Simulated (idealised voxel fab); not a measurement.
process module | voxel tone inversion
cross-section cut | 295 nm wide | cells 5 nm
A cross-section is a grid of square cells, given in bands from the top down. A band is one or more rows of cells.
Each band's line starts with the height of the band's top and of its bottom, in nm. Then come its materials from left to right, each with its width in nm. One material with "throughout" fills the band from edge to edge. "air" is empty space.
Height 0 is the level under which the wafer as received is all one material. The lowest band goes on downwards, as in "0 down".
A width such as "30 to 40" changes by the same amount from each row of cells to the next, from the band's top row to its bottom row.
"no change" after a step means that no cell of the cross-section changed.
closed voids: empty space of 8 cells or more with no open way to the top, each as width x height at its distance from the left edge, in nm
after a step's settings: what the simulator itself notes on the step
overlay nm, on a step with a mask: how far to the right of its planned place the mask lay; to the left if negative
plan
1 op RECEIVE | material Si
2 op CONFORMAL_DEP | material SiCN | thk nm 5
3 op DIRECTIONAL_DEP | material aC | thk nm 25
4 op PATTERN | tone cover | mask id POSTS | material resist | width nm 15 | pitch nm 45 | thk nm 35 | overlay nm -15
5 op DIRECTIONAL_ETCH | etch materials aC | depth nm 25
6 op STRIP | etch materials resist
7 op FILL_DEP | material SiO2 | thk nm 5
8 op CMP | height nm 30
9 op STRIP | etch materials aC
varied across the wafers: overlay nm of step 4. The plan shows the first wafer's value. All wafers start alike
first wafer as received, after step 1
  0 down: Si throughout
  closed voids: none
each wafer at the end: cells of each material gained (+) or lost (-) since it was received, then its closed voids
overlay nm -15 | +59 SiCN | +250 SiO2 | closed voids: none
overlay nm -10 | +59 SiCN | +250 SiO2 | closed voids: none
overlay nm -5 | +59 SiCN | +250 SiO2 | closed voids: none
overlay nm 0 | +59 SiCN | +250 SiO2 | closed voids: none
overlay nm 5 | +59 SiCN | +250 SiO2 | closed voids: none
overlay nm 10 | +59 SiCN | +250 SiO2 | closed voids: none
overlay nm 15 | +59 SiCN | +250 SiO2 | closed voids: none
